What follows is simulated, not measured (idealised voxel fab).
process module | voxel capacitor over wiring
cross-section cut | 255 nm wide | cells 5 nm
A cross-section is a grid of square cells, given in bands from the top down. A band is one or more rows of cells.
Each band's line starts with the height of the band's top and of its bottom, in nm. Then come its materials from left to right, each with its width in nm. One material with "throughout" fills the band from edge to edge. "air" is empty space.
Height 0 is the level under which the wafer as received is all one material. The lowest band goes on downwards, as in "0 down".
A width such as "30 to 40" changes by the same amount from each row of cells to the next, from the band's top row to its bottom row.
"no change" after a step means that no cell of the cross-section changed.
closed voids: empty space of 8 cells or more with no open way to the top, each as width x height at its distance from the left edge, in nm
after a step's settings: what the simulator itself notes on the step
overlay nm, on a step with a mask: how far to the right of its planned place the mask lay; to the left if negative
Each pair below shows a cross-section before one step and the cross-section after it, down to the lowest band that changed. The line under each pair gives the step between them, with its settings. The pairs can come from different runs of this module on the same starting wafer, so a pair continues from the pair above only where its "before" says so.
before
  20 to 15: TiN throughout
  15 to 0: SiO2 throughout
  0 down: Si throughout
  closed voids: none
after
  30 to 20: W throughout
  below 20: unchanged
  closed voids: none
the step between: op DIRECTIONAL_DEP | material W | thk nm 10
before: the cross-section after the pair above
after
  45 to 30: air 80 | resist 20 | air 50 | resist 20 | air 85
  below 30: unchanged
  closed voids: none
the step between: op PATTERN | tone cover | mask id METAL_1 | material resist | width nm 20 | pitch nm 70 | thk nm 15 | overlay nm 0
before: the cross-section after the pair above
after
  45 to 30: air 80 | resist 20 | air 50 | resist 20 | air 85
  30 to 20: air 80 | W 20 | air 50 | W 20 | air 85
  below 20: unchanged
  closed voids: none
the step between: op DIRECTIONAL_ETCH | etch materials W | depth nm 15
before: the cross-section after the pair above
after
  45 to 30: air 80 | resist 20 | air 50 | resist 20 | air 85
  30 to 20: air 80 | W 20 | air 50 | W 20 | air 85
  20 to 15: air 80 | TiN 20 | air 50 | TiN 20 | air 85
  below 15: unchanged
  closed voids: none
the step between: op DIRECTIONAL_ETCH | etch materials TiN | depth nm 5
before: the cross-section after the pair above
after
  30 to 20: air 80 | W 20 | air 50 | W 20 | air 85
  below 20: unchanged
  closed voids: none
the step between: op STRIP | etch materials resist
before: the cross-section after the pair above
after
  35 to 30: air 75 | SiN 30 | air 40 | SiN 30 | air 80
  30 to 20: air 75 | SiN 5 | W 20 | SiN 5 | air 40 | SiN 5 | W 20 | SiN 5 | air 80
  20 to 15: SiN 80 | TiN 20 | SiN 50 | TiN 20 | SiN 85
  below 15: unchanged
  closed voids: none
the step between: op CONFORMAL_DEP | material SiN | thk nm 5
before: the cross-section after the pair above
after
  45 to 35: lowk throughout
  35 to 30: lowk 75 | SiN 30 | lowk 40 | SiN 30 | lowk 80
  30 to 20: lowk 75 | SiN 5 | W 20 | SiN 5 | lowk 40 | SiN 5 | W 20 | SiN 5 | lowk 80
  below 20: unchanged
  closed voids: none
the step between: op FILL_DEP | material lowk | thk nm 10
before: the cross-section after the pair above
after
  35 to 30: lowk 75 | SiN 30 | lowk 40 | SiN 30 | lowk 80
  below 30: unchanged
  closed voids: none
the step between: op CMP | height nm 35
before: the cross-section after the pair above
after
  40 to 35: SiCN throughout
  below 35: unchanged
  closed voids: none
the step between: op CONFORMAL_DEP | material SiCN | thk nm 5
before: the cross-section after the pair above
after
  60 to 40: lowk throughout
  below 40: unchanged
  closed voids: none
the step between: op DIRECTIONAL_DEP | material lowk | thk nm 20
before: the cross-section after the pair above
after
  70 to 60: aC throughout
  below 60: unchanged
  closed voids: none
the step between: op DIRECTIONAL_DEP | material aC | thk nm 10
before: the cross-section after the pair above
after
  95 to 70: resist 85 | air 15 | resist 155
  below 70: unchanged
  closed voids: none
the step between: op PATTERN | tone open | mask id PLUG_1 | material resist | width nm 15 | thk nm 25 | overlay nm 0
before: the cross-section after the pair above
after
  85 to 70: resist 85 | air 15 | resist 155
  70 to 60: aC 85 | air 15 | aC 155
  below 60: unchanged
  closed voids: none
the step between: op DIRECTIONAL_ETCH | etch materials aC | depth nm 10
before: the cross-section after the pair above
after
  70 to 60: aC 85 | air 15 | aC 155
  below 60: unchanged
  closed voids: none
the step between: op STRIP | etch materials resist
before: the cross-section after the pair above
after
  70 to 60: aC 85 | air 15 | aC 155
  60 to 40: lowk 85 | air 15 | lowk 155
  below 40: unchanged
  closed voids: none
the step between: op DIRECTIONAL_ETCH | etch materials lowk | depth nm 20
before: the cross-section after the pair above
after
  70 to 60: aC 85 | air 15 | aC 155
  60 to 40: lowk 85 | air 15 | lowk 155
  40 to 35: SiCN 85 | air 15 | SiCN 155
  below 35: unchanged
  closed voids: none
the step between: op DIRECTIONAL_ETCH | etch materials SiCN | depth nm 5
before: the cross-section after the pair above
after
  60 to 40: lowk 85 | air 15 | lowk 155
  below 40: unchanged
  closed voids: none
the step between: op STRIP | etch materials aC
before: the cross-section after the pair above
after
  65 to 60: TiN 90 | air 5 | TiN 160
  60 to 40: lowk 85 | TiN 5 | air 5 | TiN 5 | lowk 155
  40 to 35: SiCN 85 | TiN 15 | SiCN 155
  below 35: unchanged
  closed voids: none
the step between: op CONFORMAL_DEP | material TiN | thk nm 5
before: the cross-section after the pair above
after
  75 to 65: Ru throughout
  65 to 60: TiN 90 | Ru 5 | TiN 160
  60 to 40: lowk 85 | TiN 5 | Ru 5 | TiN 5 | lowk 155
  below 40: unchanged
  closed voids: none
the step between: op FILL_DEP | material Ru | thk nm 10
before: the cross-section after the pair above
after
  60 to 40: lowk 85 | TiN 5 | Ru 5 | TiN 5 | lowk 155
  below 40: unchanged
  closed voids: none
the step between: op CMP | height nm 60
before: the cross-section after the pair above
after
  70 to 60: TiN throughout
  below 60: unchanged
  closed voids: none
the step between: op DIRECTIONAL_DEP | material TiN | thk nm 10
before: the cross-section after the pair above
after
  75 to 70: SiN throughout
  below 70: unchanged
  closed voids: none
the step between: op DIRECTIONAL_DEP | material SiN | thk nm 5
before: the cross-section after the pair above
after
  80 to 75: TiN throughout
  below 75: unchanged
  closed voids: none
the step between: op DIRECTIONAL_DEP | material TiN | thk nm 5
before: the cross-section after the pair above
after
  100 to 80: air 85 | resist 55 | air 115
  below 80: unchanged
  closed voids: none
the step between: op PATTERN | tone cover | mask id UPPER_PLATE | material resist | width nm 55 | thk nm 20 | overlay nm 0
before: the cross-section after the pair above
after
  100 to 80: air 85 | resist 55 | air 115
  80 to 75: air 85 | TiN 55 | air 115
  below 75: unchanged
  closed voids: none
the step between: op DIRECTIONAL_ETCH | etch materials TiN | depth nm 5
before: the cross-section after the pair above
after
  100 to 80: air 85 | resist 55 | air 115
  80 to 75: air 85 | TiN 55 | air 115
  75 to 70: air 85 | SiN 55 | air 115
  below 70: unchanged
  closed voids: none
the step between: op DIRECTIONAL_ETCH | etch materials SiN | depth nm 5
before: the cross-section after the pair above
after
  80 to 75: air 85 | TiN 55 | air 115
  below 75: unchanged
  closed voids: none
the step between: op STRIP | etch materials resist
before: the cross-section after the pair above
after
  80 to 75: air 85 | TiN 55 | air 115
  75 to 70: air 85 | SiN 55 | air 115
  70 to 60: air 80 | TiN 65 | air 110
  below 60: unchanged
  closed voids: none
the step between: op MASKED_ETCH | tone cover | mask id LOWER_PLATE | width nm 65 | etch materials TiN | depth nm 10 | overlay nm 0
before: the cross-section after the pair above
after
  95 to 80: SiO2 throughout
  80 to 75: SiO2 85 | TiN 55 | SiO2 115
  75 to 70: SiO2 85 | SiN 55 | SiO2 115
  70 to 60: SiO2 80 | TiN 65 | SiO2 110
  below 60: unchanged
  closed voids: none
the step between: op FILL_DEP | material SiO2 | thk nm 15
before: the cross-section after the pair above
after
  90 to 80: SiO2 throughout
  below 80: unchanged
  closed voids: none
the step between: op CMP | height nm 90
before: the cross-section after the pair above
after
  105 to 90: aC throughout
  below 90: unchanged
  closed voids: none
the step between: op DIRECTIONAL_DEP | material aC | thk nm 15
before: the cross-section after the pair above
after
  135 to 105: resist 95 | air 15 | resist 145
  below 105: unchanged
  closed voids: none
the step between: op PATTERN | tone open | mask id PLUG_2 | material resist | width nm 15 | thk nm 30 | overlay nm 0
before: the cross-section after the pair above
after
  120 to 105: resist 95 | air 15 | resist 145
  105 to 90: aC 95 | air 15 | aC 145
  below 90: unchanged
  closed voids: none
the step between: op DIRECTIONAL_ETCH | etch materials aC | depth nm 15
before: the cross-section after the pair above
after
  105 to 90: aC 95 | air 15 | aC 145
  below 90: unchanged
  closed voids: none
the step between: op STRIP | etch materials resist
before: the cross-section after the pair above
after
  105 to 90: aC 95 | air 15 | aC 145
  90 to 80: SiO2 95 | air 15 | SiO2 145
  below 80: unchanged
  closed voids: none
the step between: op DIRECTIONAL_ETCH | etch materials SiO2 | depth nm 10
before: the cross-section after the pair above
after
  90 to 80: SiO2 95 | air 15 | SiO2 145
  below 80: unchanged
  closed voids: none
the step between: op STRIP | etch materials aC
before: the cross-section after the pair above
after
  95 to 90: TiN 100 | air 5 | TiN 150
  90 to 85: SiO2 95 | TiN 5 | air 5 | TiN 5 | SiO2 145
  85 to 75: SiO2 95 to 85 | TiN 15 to 55 | SiO2 145 to 115
  below 75: unchanged
  closed voids: none
the step between: op CONFORMAL_DEP | material TiN | thk nm 5
before: the cross-section after the pair above
after
  100 to 95: Ru throughout
  95 to 90: TiN 100 | Ru 5 | TiN 150
  90 to 85: SiO2 95 | TiN 5 | Ru 5 | TiN 5 | SiO2 145
  below 85: unchanged
  closed voids: none
the step between: op FILL_DEP | material Ru | thk nm 5
before: the cross-section after the pair above
after
  90 to 85: SiO2 95 | TiN 5 | Ru 5 | TiN 5 | SiO2 145
  below 85: unchanged
  closed voids: none
the step between: op CMP | height nm 90
before: the cross-section after the pair above
after
  95 to 90: SiCN throughout
  below 90: unchanged
  closed voids: none
the step between: op CONFORMAL_DEP | material SiCN | thk nm 5
before
  35 to 20: W throughout
  20 to 15: TiN throughout
  15 to 0: SiO2 throughout
  0 down: Si throughout
  closed voids: none
after
  50 to 35: air 75 | resist 30 | air 40 | resist 30 | air 80
  below 35: unchanged
  closed voids: none
the step between: op PATTERN | tone cover | mask id METAL_1 | material resist | width nm 30 | pitch nm 70 | thk nm 15 | overlay nm 0
before: the cross-section after the pair above
after
  50 to 35: air 75 | resist 30 | air 40 | resist 30 | air 80
  35 to 20: air 75 | W 30 | air 40 | W 30 | air 80
  below 20: unchanged
  closed voids: none
the step between: op DIRECTIONAL_ETCH | etch materials W | depth nm 15
before: the cross-section after the pair above
after
  50 to 35: air 75 | resist 30 | air 40 | resist 30 | air 80
  35 to 20: air 75 | W 30 | air 40 | W 30 | air 80
  20 to 15: air 75 | TiN 30 | air 40 | TiN 30 | air 80
  below 15: unchanged
  closed voids: none
the step between: op DIRECTIONAL_ETCH | etch materials TiN | depth nm 5
before: the cross-section after the pair above
after
  35 to 20: air 75 | W 30 | air 40 | W 30 | air 80
  below 20: unchanged
  closed voids: none
the step between: op STRIP | etch materials resist
before: the cross-section after the pair above
after
  40 to 35: air 70 | SiN 40 | air 30 | SiN 40 | air 75
  35 to 20: air 70 | SiN 5 | W 30 | SiN 5 | air 30 | SiN 5 | W 30 | SiN 5 | air 75
  20 to 15: SiN 75 | TiN 30 | SiN 40 | TiN 30 | SiN 80
  below 15: unchanged
  closed voids: none
the step between: op CONFORMAL_DEP | material SiN | thk nm 5
before: the cross-section after the pair above
after
  50 to 40: lowk throughout
  40 to 35: lowk 70 | SiN 40 | lowk 30 | SiN 40 | lowk 75
  35 to 20: lowk 70 | SiN 5 | W 30 | SiN 5 | lowk 30 | SiN 5 | W 30 | SiN 5 | lowk 75
  below 20: unchanged
  closed voids: none
the step between: op FILL_DEP | material lowk | thk nm 10
before: the cross-section after the pair above
after
  35 to 20: lowk 70 | SiN 5 | W 30 | SiN 5 | lowk 30 | SiN 5 | W 30 | SiN 5 | lowk 75
  below 20: unchanged
  closed voids: none
the step between: op CMP | height nm 35
before: the cross-section after the pair above
after
  40 to 35: SiCN throughout
  below 35: unchanged
  closed voids: none
the step between: op CONFORMAL_DEP | material SiCN | thk nm 5
before: the cross-section after the pair above
after
  60 to 40: lowk throughout
  below 40: unchanged
  closed voids: none
the step between: op DIRECTIONAL_DEP | material lowk | thk nm 20
before: the cross-section after the pair above
after
  70 to 60: aC throughout
  below 60: unchanged
  closed voids: none
the step between: op DIRECTIONAL_DEP | material aC | thk nm 10
before: the cross-section after the pair above
after
  95 to 70: resist 85 | air 15 | resist 155
  below 70: unchanged
  closed voids: none
the step between: op PATTERN | tone open | mask id PLUG_1 | material resist | width nm 15 | thk nm 25 | overlay nm 0
before: the cross-section after the pair above
after
  85 to 70: resist 85 | air 15 | resist 155
  70 to 60: aC 85 | air 15 | aC 155
  below 60: unchanged
  closed voids: none
the step between: op DIRECTIONAL_ETCH | etch materials aC | depth nm 10
before: the cross-section after the pair above
after
  70 to 60: aC 85 | air 15 | aC 155
  below 60: unchanged
  closed voids: none
the step between: op STRIP | etch materials resist
before: the cross-section after the pair above
after
  70 to 60: aC 85 | air 15 | aC 155
  60 to 40: lowk 85 | air 15 | lowk 155
  below 40: unchanged
  closed voids: none
the step between: op DIRECTIONAL_ETCH | etch materials lowk | depth nm 20
before: the cross-section after the pair above
after
  70 to 60: aC 85 | air 15 | aC 155
  60 to 40: lowk 85 | air 15 | lowk 155
  40 to 35: SiCN 85 | air 15 | SiCN 155
  below 35: unchanged
  closed voids: none
the step between: op DIRECTIONAL_ETCH | etch materials SiCN | depth nm 5
before: the cross-section after the pair above
after
  60 to 40: lowk 85 | air 15 | lowk 155
  below 40: unchanged
  closed voids: none
the step between: op STRIP | etch materials aC
before: the cross-section after the pair above
after
  65 to 60: TiN 90 | air 5 | TiN 160
  60 to 40: lowk 85 | TiN 5 | air 5 | TiN 5 | lowk 155
  40 to 35: SiCN 85 | TiN 15 | SiCN 155
  below 35: unchanged
  closed voids: none
the step between: op CONFORMAL_DEP | material TiN | thk nm 5
before: the cross-section after the pair above
after
  75 to 65: Ru throughout
  65 to 60: TiN 90 | Ru 5 | TiN 160
  60 to 40: lowk 85 | TiN 5 | Ru 5 | TiN 5 | lowk 155
  below 40: unchanged
  closed voids: none
the step between: op FILL_DEP | material Ru | thk nm 10
before: the cross-section after the pair above
after
  60 to 40: lowk 85 | TiN 5 | Ru 5 | TiN 5 | lowk 155
  below 40: unchanged
  closed voids: none
the step between: op CMP | height nm 60
before: the cross-section after the pair above
after
  70 to 60: TiN throughout
  below 60: unchanged
  closed voids: none
the step between: op DIRECTIONAL_DEP | material TiN | thk nm 10
before: the cross-section after the pair above
after
  75 to 70: SiN throughout
  below 70: unchanged
  closed voids: none
the step between: op DIRECTIONAL_DEP | material SiN | thk nm 5
before: the cross-section after the pair above
after
  80 to 75: TiN throughout
  below 75: unchanged
  closed voids: none
the step between: op DIRECTIONAL_DEP | material TiN | thk nm 5
before: the cross-section after the pair above
after
  100 to 80: air 85 | resist 55 | air 115
  below 80: unchanged
  closed voids: none
the step between: op PATTERN | tone cover | mask id UPPER_PLATE | material resist | width nm 55 | thk nm 20 | overlay nm 0
before: the cross-section after the pair above
after
  100 to 80: air 85 | resist 55 | air 115
  80 to 75: air 85 | TiN 55 | air 115
  below 75: unchanged
  closed voids: none
the step between: op DIRECTIONAL_ETCH | etch materials TiN | depth nm 5
before: the cross-section after the pair above
after
  100 to 80: air 85 | resist 55 | air 115
  80 to 75: air 85 | TiN 55 | air 115
  75 to 70: air 85 | SiN 55 | air 115
  below 70: unchanged
  closed voids: none
the step between: op DIRECTIONAL_ETCH | etch materials SiN | depth nm 5
before: the cross-section after the pair above
after
  80 to 75: air 85 | TiN 55 | air 115
  below 75: unchanged
  closed voids: none
the step between: op STRIP | etch materials resist
before: the cross-section after the pair above
after
  80 to 75: air 85 | TiN 55 | air 115
  75 to 70: air 85 | SiN 55 | air 115
  70 to 60: air 80 | TiN 65 | air 110
  below 60: unchanged
  closed voids: none
the step between: op MASKED_ETCH | tone cover | mask id LOWER_PLATE | width nm 65 | etch materials TiN | depth nm 10 | overlay nm 0
before: the cross-section after the pair above
after
  95 to 80: SiO2 throughout
  80 to 75: SiO2 85 | TiN 55 | SiO2 115
  75 to 70: SiO2 85 | SiN 55 | SiO2 115
  70 to 60: SiO2 80 | TiN 65 | SiO2 110
  below 60: unchanged
  closed voids: none
the step between: op FILL_DEP | material SiO2 | thk nm 15
before: the cross-section after the pair above
after
  90 to 80: SiO2 throughout
  below 80: unchanged
  closed voids: none
the step between: op CMP | height nm 90
before: the cross-section after the pair above
after
  105 to 90: aC throughout
  below 90: unchanged
  closed voids: none
the step between: op DIRECTIONAL_DEP | material aC | thk nm 15
before: the cross-section after the pair above
after
  135 to 105: resist 95 | air 15 | resist 145
  below 105: unchanged
  closed voids: none
the step between: op PATTERN | tone open | mask id PLUG_2 | material resist | width nm 15 | thk nm 30 | overlay nm 0
before: the cross-section after the pair above
after
  120 to 105: resist 95 | air 15 | resist 145
  105 to 90: aC 95 | air 15 | aC 145
  below 90: unchanged
  closed voids: none
the step between: op DIRECTIONAL_ETCH | etch materials aC | depth nm 15
before: the cross-section after the pair above
after
  105 to 90: aC 95 | air 15 | aC 145
  below 90: unchanged
  closed voids: none
the step between: op STRIP | etch materials resist
before: the cross-section after the pair above
after
  105 to 90: aC 95 | air 15 | aC 145
  90 to 80: SiO2 95 | air 15 | SiO2 145
  below 80: unchanged
  closed voids: none
the step between: op DIRECTIONAL_ETCH | etch materials SiO2 | depth nm 10
before: the cross-section after the pair above
after
  90 to 80: SiO2 95 | air 15 | SiO2 145
  below 80: unchanged
  closed voids: none
the step between: op STRIP | etch materials aC
before: the cross-section after the pair above
after
  95 to 90: TiN 100 | air 5 | TiN 150
  90 to 85: SiO2 95 | TiN 5 | air 5 | TiN 5 | SiO2 145
  85 to 75: SiO2 95 to 85 | TiN 15 to 55 | SiO2 145 to 115
  below 75: unchanged
  closed voids: none
the step between: op CONFORMAL_DEP | material TiN | thk nm 5
before: the cross-section after the pair above
after
  100 to 95: Ru throughout
  95 to 90: TiN 100 | Ru 5 | TiN 150
  90 to 85: SiO2 95 | TiN 5 | Ru 5 | TiN 5 | SiO2 145
  below 85: unchanged
  closed voids: none
the step between: op FILL_DEP | material Ru | thk nm 5
before: the cross-section after the pair above
after
  90 to 85: SiO2 95 | TiN 5 | Ru 5 | TiN 5 | SiO2 145
  below 85: unchanged
  closed voids: none
the step between: op CMP | height nm 90
before: the cross-section after the pair above
after
  95 to 90: SiCN throughout
  below 90: unchanged
  closed voids: none
the step between: op CONFORMAL_DEP | material SiCN | thk nm 5
before
  80 to 75: air 85 | TiN 55 | air 115
  75 to 70: air 85 | SiN 55 | air 115
  70 to 60: TiN throughout
  60 to 40: lowk 85 | TiN 5 | Ru 5 | TiN 5 | lowk 155
  40 to 35: SiCN 85 | TiN 15 | SiCN 155
  35 to 20: lowk 75 | SiN 5 | W 20 | SiN 5 | lowk 40 | SiN 5 | W 20 | SiN 5 | lowk 80
  20 to 15: SiN 80 | TiN 20 | SiN 50 | TiN 20 | SiN 85
  15 to 0: SiO2 throughout
  0 down: Si throughout
  closed voids: none
after
  80 to 75: air 90 | TiN 50 | air 115
  75 to 70: air 85 | SiN 55 | air 115
  70 to 60: air 85 | TiN 70 | air 100
  below 60: unchanged
  closed voids: none
the step between: op MASKED_ETCH | tone cover | mask id LOWER_PLATE | width nm 65 | etch materials TiN | depth nm 10 | overlay nm 10
before: the cross-section after the pair above
after
  95 to 80: SiO2 throughout
  80 to 75: SiO2 90 | TiN 50 | SiO2 115
  75 to 70: SiO2 85 | SiN 55 | SiO2 115
  70 to 60: SiO2 85 | TiN 70 | SiO2 100
  below 60: unchanged
  closed voids: none
the step between: op FILL_DEP | material SiO2 | thk nm 15
before: the cross-section after the pair above
after
  90 to 80: SiO2 throughout
  below 80: unchanged
  closed voids: none
the step between: op CMP | height nm 90
before: the cross-section after the pair above
after
  105 to 90: aC throughout
  below 90: unchanged
  closed voids: none
the step between: op DIRECTIONAL_DEP | material aC | thk nm 15
before: the cross-section after the pair above
after
  135 to 105: resist 95 | air 15 | resist 145
  below 105: unchanged
  closed voids: none
the step between: op PATTERN | tone open | mask id PLUG_2 | material resist | width nm 15 | thk nm 30 | overlay nm 0
before: the cross-section after the pair above
after
  120 to 105: resist 95 | air 15 | resist 145
  105 to 90: aC 95 | air 15 | aC 145
  below 90: unchanged
  closed voids: none
the step between: op DIRECTIONAL_ETCH | etch materials aC | depth nm 15
before: the cross-section after the pair above
after
  105 to 90: aC 95 | air 15 | aC 145
  below 90: unchanged
  closed voids: none
the step between: op STRIP | etch materials resist
before: the cross-section after the pair above
after
  105 to 90: aC 95 | air 15 | aC 145
  90 to 80: SiO2 95 | air 15 | SiO2 145
  below 80: unchanged
  closed voids: none
the step between: op DIRECTIONAL_ETCH | etch materials SiO2 | depth nm 10
before: the cross-section after the pair above
after
  90 to 80: SiO2 95 | air 15 | SiO2 145
  below 80: unchanged
  closed voids: none
the step between: op STRIP | etch materials aC
before: the cross-section after the pair above
after
  95 to 90: TiN 100 | air 5 | TiN 150
  90 to 85: SiO2 95 | TiN 5 | air 5 | TiN 5 | SiO2 145
  85 to 75: SiO2 95 to 90 | TiN 15 to 50 | SiO2 145 to 115
  below 75: unchanged
  closed voids: none
the step between: op CONFORMAL_DEP | material TiN | thk nm 5
before: the cross-section after the pair above
after
  100 to 95: Ru throughout
  95 to 90: TiN 100 | Ru 5 | TiN 150
  90 to 85: SiO2 95 | TiN 5 | Ru 5 | TiN 5 | SiO2 145
  below 85: unchanged
  closed voids: none
the step between: op FILL_DEP | material Ru | thk nm 5
before: the cross-section after the pair above
after
  90 to 85: SiO2 95 | TiN 5 | Ru 5 | TiN 5 | SiO2 145
  below 85: unchanged
  closed voids: none
the step between: op CMP | height nm 90
before: the cross-section after the pair above
after
  95 to 90: SiCN throughout
  below 90: unchanged
  closed voids: none
the step between: op CONFORMAL_DEP | material SiCN | thk nm 5
before
  35 to 20: lowk 75 | SiN 5 | W 20 | SiN 5 | lowk 40 | SiN 5 | W 20 | SiN 5 | lowk 80
  20 to 15: SiN 80 | TiN 20 | SiN 50 | TiN 20 | SiN 85
  15 to 0: SiO2 throughout
  0 down: Si throughout
  closed voids: none
after
  40 to 35: SiO2 throughout
  below 35: unchanged
  closed voids: none
the step between: op CONFORMAL_DEP | material SiO2 | thk nm 5
before: the cross-section after the pair above
after
  60 to 40: lowk throughout
  below 40: unchanged
  closed voids: none
the step between: op DIRECTIONAL_DEP | material lowk | thk nm 20
before: the cross-section after the pair above
after
  70 to 60: aC throughout
  below 60: unchanged
  closed voids: none
the step between: op DIRECTIONAL_DEP | material aC | thk nm 10
before: the cross-section after the pair above
after
  95 to 70: resist 85 | air 15 | resist 155
  below 70: unchanged
  closed voids: none
the step between: op PATTERN | tone open | mask id PLUG_1 | material resist | width nm 15 | thk nm 25 | overlay nm 0
before: the cross-section after the pair above
after
  85 to 70: resist 85 | air 15 | resist 155
  70 to 60: aC 85 | air 15 | aC 155
  below 60: unchanged
  closed voids: none
the step between: op DIRECTIONAL_ETCH | etch materials aC | depth nm 10
before: the cross-section after the pair above
after
  70 to 60: aC 85 | air 15 | aC 155
  below 60: unchanged
  closed voids: none
the step between: op STRIP | etch materials resist
before: the cross-section after the pair above
after
  70 to 60: aC 85 | air 15 | aC 155
  60 to 40: lowk 85 | air 15 | lowk 155
  below 40: unchanged
  closed voids: none
the step between: op DIRECTIONAL_ETCH | etch materials lowk | depth nm 20
before: the cross-section after the pair above
after
  60 to 40: lowk 85 | air 15 | lowk 155
  below 40: unchanged
  closed voids: none
the step between: op STRIP | etch materials aC
before: the cross-section after the pair above
after
  65 to 60: TiN 90 | air 5 | TiN 160
  60 to 45: lowk 85 | TiN 5 | air 5 | TiN 5 | lowk 155
  45 to 40: lowk 85 | TiN 15 | lowk 155
  below 40: unchanged
  closed voids: none
the step between: op CONFORMAL_DEP | material TiN | thk nm 5
before: the cross-section after the pair above
after
  75 to 65: Ru throughout
  65 to 60: TiN 90 | Ru 5 | TiN 160
  60 to 45: lowk 85 | TiN 5 | Ru 5 | TiN 5 | lowk 155
  below 45: unchanged
  closed voids: none
the step between: op FILL_DEP | material Ru | thk nm 10
before: the cross-section after the pair above
after
  60 to 45: lowk 85 | TiN 5 | Ru 5 | TiN 5 | lowk 155
  below 45: unchanged
  closed voids: none
the step between: op CMP | height nm 60
before: the cross-section after the pair above
after
  70 to 60: TiN throughout
  below 60: unchanged
  closed voids: none
the step between: op DIRECTIONAL_DEP | material TiN | thk nm 10
before: the cross-section after the pair above
after
  75 to 70: SiN throughout
  below 70: unchanged
  closed voids: none
the step between: op DIRECTIONAL_DEP | material SiN | thk nm 5
before: the cross-section after the pair above
after
  80 to 75: TiN throughout
  below 75: unchanged
  closed voids: none
the step between: op DIRECTIONAL_DEP | material TiN | thk nm 5
before: the cross-section after the pair above
after
  100 to 80: air 85 | resist 55 | air 115
  below 80: unchanged
  closed voids: none
the step between: op PATTERN | tone cover | mask id UPPER_PLATE | material resist | width nm 55 | thk nm 20 | overlay nm 0
before: the cross-section after the pair above
after
  100 to 80: air 85 | resist 55 | air 115
  80 to 75: air 85 | TiN 55 | air 115
  below 75: unchanged
  closed voids: none
the step between: op DIRECTIONAL_ETCH | etch materials TiN | depth nm 5
before: the cross-section after the pair above
after
  100 to 80: air 85 | resist 55 | air 115
  80 to 75: air 85 | TiN 55 | air 115
  75 to 70: air 85 | SiN 55 | air 115
  below 70: unchanged
  closed voids: none
the step between: op DIRECTIONAL_ETCH | etch materials SiN | depth nm 5
before: the cross-section after the pair above
after
  80 to 75: air 85 | TiN 55 | air 115
  below 75: unchanged
  closed voids: none
the step between: op STRIP | etch materials resist
before: the cross-section after the pair above
after
  80 to 75: air 85 | TiN 55 | air 115
  75 to 70: air 85 | SiN 55 | air 115
  70 to 60: air 80 | TiN 65 | air 110
  below 60: unchanged
  closed voids: none
the step between: op MASKED_ETCH | tone cover | mask id LOWER_PLATE | width nm 65 | etch materials TiN | depth nm 10 | overlay nm 0
before: the cross-section after the pair above
after
  95 to 80: SiO2 throughout
  80 to 75: SiO2 85 | TiN 55 | SiO2 115
  75 to 70: SiO2 85 | SiN 55 | SiO2 115
  70 to 60: SiO2 80 | TiN 65 | SiO2 110
  below 60: unchanged
  closed voids: none
the step between: op FILL_DEP | material SiO2 | thk nm 15
before: the cross-section after the pair above
after
  90 to 80: SiO2 throughout
  below 80: unchanged
  closed voids: none
the step between: op CMP | height nm 90
before: the cross-section after the pair above
after
  105 to 90: aC throughout
  below 90: unchanged
  closed voids: none
the step between: op DIRECTIONAL_DEP | material aC | thk nm 15
before: the cross-section after the pair above
after
  135 to 105: resist 95 | air 15 | resist 145
  below 105: unchanged
  closed voids: none
the step between: op PATTERN | tone open | mask id PLUG_2 | material resist | width nm 15 | thk nm 30 | overlay nm 0
before: the cross-section after the pair above
after
  120 to 105: resist 95 | air 15 | resist 145
  105 to 90: aC 95 | air 15 | aC 145
  below 90: unchanged
  closed voids: none
the step between: op DIRECTIONAL_ETCH | etch materials aC | depth nm 15
before: the cross-section after the pair above
after
  105 to 90: aC 95 | air 15 | aC 145
  below 90: unchanged
  closed voids: none
the step between: op STRIP | etch materials resist
before: the cross-section after the pair above
after
  105 to 90: aC 95 | air 15 | aC 145
  90 to 80: SiO2 95 | air 15 | SiO2 145
  below 80: unchanged
  closed voids: none
the step between: op DIRECTIONAL_ETCH | etch materials SiO2 | depth nm 10
before: the cross-section after the pair above
after
  90 to 80: SiO2 95 | air 15 | SiO2 145
  below 80: unchanged
  closed voids: none
the step between: op STRIP | etch materials aC
before: the cross-section after the pair above
after
  95 to 90: TiN 100 | air 5 | TiN 150
  90 to 85: SiO2 95 | TiN 5 | air 5 | TiN 5 | SiO2 145
  85 to 75: SiO2 95 to 85 | TiN 15 to 55 | SiO2 145 to 115
  below 75: unchanged
  closed voids: none
the step between: op CONFORMAL_DEP | material TiN | thk nm 5
before: the cross-section after the pair above
after
  100 to 95: Ru throughout
  95 to 90: TiN 100 | Ru 5 | TiN 150
  90 to 85: SiO2 95 | TiN 5 | Ru 5 | TiN 5 | SiO2 145
  below 85: unchanged
  closed voids: none
the step between: op FILL_DEP | material Ru | thk nm 5
before: the cross-section after the pair above
after
  90 to 85: SiO2 95 | TiN 5 | Ru 5 | TiN 5 | SiO2 145
  below 85: unchanged
  closed voids: none
the step between: op CMP | height nm 90
before: the cross-section after the pair above
after
  95 to 90: SiCN throughout
  below 90: unchanged
  closed voids: none
the step between: op CONFORMAL_DEP | material SiCN | thk nm 5
before
  105 to 90: aC throughout
  90 to 80: SiO2 throughout
  80 to 75: SiO2 85 | TiN 55 | SiO2 115
  75 to 70: SiO2 85 | SiN 55 | SiO2 115
  70 to 60: SiO2 80 | TiN 65 | SiO2 110
  60 to 40: lowk 85 | TiN 5 | Ru 5 | TiN 5 | lowk 155
  40 to 35: SiCN 85 | TiN 15 | SiCN 155
  35 to 20: lowk 75 | SiN 5 | W 20 | SiN 5 | lowk 40 | SiN 5 | W 20 | SiN 5 | lowk 80
  20 to 15: SiN 80 | TiN 20 | SiN 50 | TiN 20 | SiN 85
  15 to 0: SiO2 throughout
  0 down: Si throughout
  closed voids: none
after
  135 to 105: air 95 | resist 15 | air 145
  below 105: unchanged
  closed voids: none
the step between: op PATTERN | tone cover | mask id PLUG_2 | material resist | width nm 15 | thk nm 30 | overlay nm 0
before: the cross-section after the pair above
after
  120 to 105: air 95 | resist 15 | air 145
  105 to 90: air 95 | aC 15 | air 145
  below 90: unchanged
  closed voids: none
the step between: op DIRECTIONAL_ETCH | etch materials aC | depth nm 15
before: the cross-section after the pair above
after
  105 to 90: air 95 | aC 15 | air 145
  below 90: unchanged
  closed voids: none
the step between: op STRIP | etch materials resist
before: the cross-section after the pair above
after
  105 to 90: air 95 | aC 15 | air 145
  90 to 80: air 95 | SiO2 15 | air 145
  below 80: unchanged
  closed voids: none
the step between: op DIRECTIONAL_ETCH | etch materials SiO2 | depth nm 10
before: the cross-section after the pair above
after
  90 to 80: air 95 | SiO2 15 | air 145
  below 80: unchanged
  closed voids: none
the step between: op STRIP | etch materials aC
before: the cross-section after the pair above
after
  95 to 90: air 90 | TiN 25 | air 140
  90 to 85: air 90 | TiN 5 | SiO2 15 | TiN 5 | air 140
  85 to 80: TiN 95 | SiO2 15 | TiN 145
  below 80: unchanged
  closed voids: none
the step between: op CONFORMAL_DEP | material TiN | thk nm 5
